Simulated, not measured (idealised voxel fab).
The process module that follows is named voxel self aligned vias.
This is section cut - it's 210 nm across, gridded in 5 nm square cells.
Cross-sections here: square-cell grids, written as top-down lists of bands, a band being one or more rows of cells.
Heads up on the band format: heights come first, top then bottom, in nm. After that it's the materials left to right, each with its width in nm. A single material flagged "all across" fills the whole band edge to edge, and "blank" means there's empty space there.
We count height from 0. Below that, the starting wafer is all one material. The lowest band never ends at the bottom but goes on down; see "top 0, no bottom" for how that is written.
Top row gets the first number, bottom row gets the second, and each row in between changes by the same step: that is how a band width like "30->40" works.
A step reported as "all unchanged" is a step in which no cell of the cross-section changed.
Under "Internal closed voids" you'll find the enclosed gaps, the ones with no way out to the top, that are 8 cells or bigger; each reads width x height at distance, with distance counted from the left edge, everything in nm.
Anything after a step's settings on that line? It's the simulator's own note about the step.
When a step includes a mask, the "overlay nm" setting on its line states how far to the right of its planned place that mask lay, and negative values state how far to the left.

## Below is the list of planned process steps
- 1: RECEIVE | material Si
- 2: CONFORMAL_DEP | material SiO2 | thk nm 10
- 3: CONFORMAL_DEP | material SiCN | thk nm 5
- 4: DIRECTIONAL_DEP | material lowk | thk nm 25
- 5: MASKED_ETCH | tone open | mask id LINES | width nm 30 | pitch nm 60 | etch materials lowk | depth nm 25 | overlay nm 0
- 6: CONFORMAL_DEP | material TiN | thk nm 5
- 7: FILL_DEP | material W | thk nm 10
- 8: CMP | height nm 40
- 9: SELECTIVE_ETCH | etch materials W Ru TiN | depth nm 10
- 10: FILL_DEP | material SiN | thk nm 10
- 11: CMP | height nm 40
- 12: DIRECTIONAL_DEP | material lowk | thk nm 20
- 13: MASKED_ETCH | tone open | mask id VIAS | width nm 40 | pitch nm 60 | etch materials lowk | depth nm 20 | overlay nm 0
- 14: MASKED_ETCH | tone open | mask id VIAS | width nm 40 | pitch nm 60 | etch materials SiN | depth nm 10 | overlay nm 0
- 15: CONFORMAL_DEP | material TiN | thk nm 5
- 16: FILL_DEP | material Ru | thk nm 5
- 17: CMP | height nm 60
- 18: CONFORMAL_DEP | material SiN | thk nm 5

## Cross-section of the wafer at receipt, which is the condition after step 1
  top 0, no bottom: Si all across
  Internal closed voids: none

## First of two wafers: cross-section at end of module, run per plan
  top 65, bottom 60: SiN all across
  top 60, bottom 45: 25 lowk; 5 TiN; 30 Ru; 5 TiN; 20 lowk; 5 TiN; 30 Ru; 5 TiN; 20 lowk; 5 TiN; 30 Ru; 5 TiN; 25 lowk
  top 45, bottom 35: 25->30 lowk; 10->5 TiN; 20 Ru; 10->5 TiN; 20->30 lowk; 10->5 TiN; 20 Ru; 10->5 TiN; 20->30 lowk; 10->5 TiN; 20 Ru; 10->5 TiN; 25->30 lowk
  top 35, bottom 30: 30 lowk; 30 TiN; 30 lowk; 30 TiN; 30 lowk; 30 TiN; 30 lowk
  top 30, bottom 20: 30 lowk; 5 TiN; 20 W; 5 TiN; 30 lowk; 5 TiN; 20 W; 5 TiN; 30 lowk; 5 TiN; 20 W; 5 TiN; 30 lowk
  top 20, bottom 15: 30 lowk; 30 TiN; 30 lowk; 30 TiN; 30 lowk; 30 TiN; 30 lowk
  top 15, bottom 10: SiCN all across
  top 10, bottom 0: SiO2 all across
  top 0, no bottom: Si all across
  Internal closed voids: none

## Cross-section of the latter of the two wafers at module completion. It had an identical start and an identical plan to the former; in running it, one mistake was made
  top 65, bottom 60: SiN all across
  top 60, bottom 45: 25 lowk; 5 TiN; 30 Ru; 5 TiN; 20 lowk; 5 TiN; 30 Ru; 5 TiN; 20 lowk; 5 TiN; 30 Ru; 5 TiN; 25 lowk
  top 45, bottom 35: 25->30 lowk; 10->5 TiN; 20 Ru; 10->5 TiN; 20->30 lowk; 10->5 TiN; 20 Ru; 10->5 TiN; 20->30 lowk; 10->5 TiN; 20 Ru; 10->5 TiN; 25->30 lowk
  top 35, bottom 25: 30 lowk; 30 TiN; 30 lowk; 30 TiN; 30 lowk; 30 TiN; 30 lowk
  top 25, bottom 10: SiCN all across
  top 10, bottom 0: SiO2 all across
  top 0, no bottom: Si all across
  Internal closed voids: none
Want to know what went wrong? rather than as planned, step 3 actually ran as CONFORMAL_DEP | material SiCN | thk nm 15
Final comparison by cell count, materials where the second wafer has more or fewer than the first: SiCN +84 | TiN -12 | W -24 | lowk -48
